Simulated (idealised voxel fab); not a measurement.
process module | voxel self aligned contacts
cross-section cut | 250 nm wide | cells 5 nm
A cross-section is a grid of square cells, given in bands from the top down. A band is one or more rows of cells.
Each band's line starts with the height of the band's top and of its bottom, in nm. Then come its materials from left to right, each with its width in nm. One material with "throughout" fills the band from edge to edge. "air" is empty space.
Height 0 is the level under which the wafer as received is all one material. The lowest band goes on downwards, as in "0 down".
A width such as "30 to 40" changes by the same amount from each row of cells to the next, from the band's top row to its bottom row.
"no change" after a step means that no cell of the cross-section changed.
closed voids: empty space of 8 cells or more with no open way to the top, each as width x height at its distance from the left edge, in nm
after a step's settings: what the simulator itself notes on the step
overlay nm, on a step with a mask: how far to the right of its planned place the mask lay; to the left if negative
plan
1 op RECEIVE | material Si
2 op CONFORMAL_DEP | material SiO2 | thk nm 5
3 op DIRECTIONAL_DEP | material polySi | thk nm 30
4 op DIRECTIONAL_DEP | material SiN | thk nm 20
5 op MASKED_ETCH | tone cover | mask id GATE | width nm 25 | pitch nm 65 | etch materials SiN | depth nm 20 | overlay nm 0
6 op MASKED_ETCH | tone cover | mask id GATE | width nm 25 | pitch nm 65 | etch materials polySi | depth nm 30 | overlay nm 0
7 op CONFORMAL_DEP | material SiN | thk nm 10
8 op DIRECTIONAL_ETCH | etch materials SiN | depth nm 10
9 op FILL_DEP | material SiO2 | thk nm 15
10 op CMP | height nm 60
11 op PATTERN | tone open | mask id CONTACT | material resist | width nm 50 | pitch nm 65 | thk nm 20 | overlay nm 0
12 op DIRECTIONAL_ETCH | etch materials SiO2 | depth nm 60
13 op STRIP | etch materials resist
14 op CONFORMAL_DEP | material TiN | thk nm 5
15 op FILL_DEP | material W | thk nm 5
16 op CMP | height nm 60
17 op CONFORMAL_DEP | material SiN | thk nm 5
first wafer, as planned
as received, after step 1
  0 down: Si throughout
  closed voids: none
after step 2
  5 to 0: SiO2 throughout
  below 0: unchanged
after step 3
  35 to 5: polySi throughout
  below 5: unchanged
after step 4
  55 to 35: SiN throughout
  below 35: unchanged
after step 5
  55 to 35: air 45 | SiN 25 | air 40 | SiN 25 | air 40 | SiN 25 | air 50
  below 35: unchanged
after step 6
  55 to 35: air 45 | SiN 25 | air 40 | SiN 25 | air 40 | SiN 25 | air 50
  35 to 5: air 45 | polySi 25 | air 40 | polySi 25 | air 40 | polySi 25 | air 50
  below 5: unchanged
after step 7
  65 to 35: air 35 | SiN 45 | air 20 | SiN 45 | air 20 | SiN 45 | air 40
  35 to 15: air 35 | SiN 10 | polySi 25 | SiN 10 | air 20 | SiN 10 | polySi 25 | SiN 10 | air 20 | SiN 10 | polySi 25 | SiN 10 | air 40
  15 to 5: SiN 45 | polySi 25 | SiN 40 | polySi 25 | SiN 40 | polySi 25 | SiN 50
  below 5: unchanged
after step 8
  55 to 35: air 35 | SiN 45 | air 20 | SiN 45 | air 20 | SiN 45 | air 40
  35 to 5: air 35 | SiN 10 | polySi 25 | SiN 10 | air 20 | SiN 10 | polySi 25 | SiN 10 | air 20 | SiN 10 | polySi 25 | SiN 10 | air 40
  below 5: unchanged
after step 9
  70 to 55: SiO2 throughout
  55 to 35: SiO2 35 | SiN 45 | SiO2 20 | SiN 45 | SiO2 20 | SiN 45 | SiO2 40
  35 to 5: SiO2 35 | SiN 10 | polySi 25 | SiN 10 | SiO2 20 | SiN 10 | polySi 25 | SiN 10 | SiO2 20 | SiN 10 | polySi 25 | SiN 10 | SiO2 40
  below 5: unchanged
after step 10
  60 to 55: SiO2 throughout
  below 55: unchanged
after step 11
  80 to 60: resist 65 | air 50 | resist 15 | air 50 | resist 70
  below 60: unchanged
after step 12
  80 to 60: resist 65 | air 50 | resist 15 | air 50 | resist 70
  60 to 55: SiO2 65 | air 50 | SiO2 15 | air 50 | SiO2 70
  55 to 35: SiO2 35 | SiN 45 | air 20 | SiN 45 | air 20 | SiN 45 | SiO2 40
  35 to 5: SiO2 35 | SiN 10 | polySi 25 | SiN 10 | air 20 | SiN 10 | polySi 25 | SiN 10 | air 20 | SiN 10 | polySi 25 | SiN 10 | SiO2 40
  5 to 0: SiO2 80 | air 20 | SiO2 45 | air 20 | SiO2 85
  below 0: unchanged
after step 13
  60 to 55: SiO2 65 | air 50 | SiO2 15 | air 50 | SiO2 70
  below 55: unchanged
after step 14
  65 to 60: TiN 70 | air 40 | TiN 25 | air 40 | TiN 75
  60 to 55: SiO2 65 | TiN 20 | air 10 | TiN 20 | SiO2 15 | TiN 20 | air 10 | TiN 20 | SiO2 70
  55 to 35: SiO2 35 | SiN 45 | TiN 5 | air 10 | TiN 5 | SiN 45 | TiN 5 | air 10 | TiN 5 | SiN 45 | SiO2 40
  35 to 5: SiO2 35 | SiN 10 | polySi 25 | SiN 10 | TiN 5 | air 10 | TiN 5 | SiN 10 | polySi 25 | SiN 10 | TiN 5 | air 10 | TiN 5 | SiN 10 | polySi 25 | SiN 10 | SiO2 40
  5 to 0: SiO2 80 | TiN 20 | SiO2 45 | TiN 20 | SiO2 85
  below 0: unchanged
after step 15
  70 to 65: W throughout
  65 to 60: TiN 70 | W 40 | TiN 25 | W 40 | TiN 75
  60 to 55: SiO2 65 | TiN 20 | W 10 | TiN 20 | SiO2 15 | TiN 20 | W 10 | TiN 20 | SiO2 70
  55 to 35: SiO2 35 | SiN 45 | TiN 5 | W 10 | TiN 5 | SiN 45 | TiN 5 | W 10 | TiN 5 | SiN 45 | SiO2 40
  35 to 5: SiO2 35 | SiN 10 | polySi 25 | SiN 10 | TiN 5 | W 10 | TiN 5 | SiN 10 | polySi 25 | SiN 10 | TiN 5 | W 10 | TiN 5 | SiN 10 | polySi 25 | SiN 10 | SiO2 40
  below 5: unchanged
after step 16
  60 to 55: SiO2 65 | TiN 20 | W 10 | TiN 20 | SiO2 15 | TiN 20 | W 10 | TiN 20 | SiO2 70
  below 55: unchanged
after step 17
  65 to 60: SiN throughout
  below 60: unchanged
second wafer: like start, like plan, one mistake. Through step 4 it matches the first wafer
when step 5 should have ended
  55 to 35: air 40 | SiN 35 | air 30 | SiN 35 | air 30 | SiN 35 | air 45
  below 35: unchanged
when step 6 should have ended
  55 to 35: air 40 | SiN 35 | air 30 | SiN 35 | air 30 | SiN 35 | air 45
  35 to 5: air 40 | polySi 35 | air 30 | polySi 35 | air 30 | polySi 35 | air 45
  below 5: unchanged
when step 7 should have ended
  65 to 35: air 30 | SiN 55 | air 10 | SiN 55 | air 10 | SiN 55 | air 35
  35 to 15: air 30 | SiN 10 | polySi 35 | SiN 10 | air 10 | SiN 10 | polySi 35 | SiN 10 | air 10 | SiN 10 | polySi 35 | SiN 10 | air 35
  15 to 5: SiN 40 | polySi 35 | SiN 30 | polySi 35 | SiN 30 | polySi 35 | SiN 45
  below 5: unchanged
when step 8 should have ended
  55 to 35: air 30 | SiN 55 | air 10 | SiN 55 | air 10 | SiN 55 | air 35
  35 to 5: air 30 | SiN 10 | polySi 35 | SiN 10 | air 10 | SiN 10 | polySi 35 | SiN 10 | air 10 | SiN 10 | polySi 35 | SiN 10 | air 35
  below 5: unchanged
when step 9 should have ended
  70 to 55: SiO2 throughout
  55 to 35: SiO2 30 | SiN 55 | SiO2 10 | SiN 55 | SiO2 10 | SiN 55 | SiO2 35
  35 to 5: SiO2 30 | SiN 10 | polySi 35 | SiN 10 | SiO2 10 | SiN 10 | polySi 35 | SiN 10 | SiO2 10 | SiN 10 | polySi 35 | SiN 10 | SiO2 35
  below 5: unchanged
when step 10 should have ended
  60 to 55: SiO2 throughout
  below 55: unchanged
when step 11 should have ended
  80 to 60: resist 65 | air 50 | resist 15 | air 50 | resist 70
  below 60: unchanged
when step 12 should have ended
  80 to 60: resist 65 | air 50 | resist 15 | air 50 | resist 70
  60 to 55: SiO2 65 | air 50 | SiO2 15 | air 50 | SiO2 70
  55 to 35: SiO2 30 | SiN 55 | air 10 | SiN 55 | air 10 | SiN 55 | SiO2 35
  35 to 5: SiO2 30 | SiN 10 | polySi 35 | SiN 10 | air 10 | SiN 10 | polySi 35 | SiN 10 | air 10 | SiN 10 | polySi 35 | SiN 10 | SiO2 35
  5 to 0: SiO2 85 | air 10 | SiO2 55 | air 10 | SiO2 90
  below 0: unchanged
when step 13 should have ended
  60 to 55: SiO2 65 | air 50 | SiO2 15 | air 50 | SiO2 70
  below 55: unchanged
when step 14 should have ended
  65 to 60: TiN 70 | air 40 | TiN 25 | air 40 | TiN 75
  60 to 55: SiO2 65 | TiN 50 | SiO2 15 | TiN 50 | SiO2 70
  55 to 35: SiO2 30 | SiN 55 | TiN 10 | SiN 55 | TiN 10 | SiN 55 | SiO2 35
  35 to 5: SiO2 30 | SiN 10 | polySi 35 | SiN 10 | TiN 10 | SiN 10 | polySi 35 | SiN 10 | TiN 10 | SiN 10 | polySi 35 | SiN 10 | SiO2 35
  5 to 0: SiO2 85 | TiN 10 | SiO2 55 | TiN 10 | SiO2 90
  below 0: unchanged
when step 15 should have ended
  70 to 65: W throughout
  65 to 60: TiN 70 | W 40 | TiN 25 | W 40 | TiN 75
  below 60: unchanged
when step 16 should have ended
  60 to 55: SiO2 65 | TiN 50 | SiO2 15 | TiN 50 | SiO2 70
  below 55: unchanged
when step 17 should have ended
  65 to 60: SiN throughout
  below 60: unchanged
what went wrong: step 5 ran as: op MASKED_ETCH | tone cover | mask id GATE | width nm 35 | pitch nm 65 | etch materials SiN | depth nm 20 | overlay nm 0
at the end the second wafer has, in cells: 24 more of SiN | 16 fewer of SiO2 | 44 fewer of W | 36 more of polySi
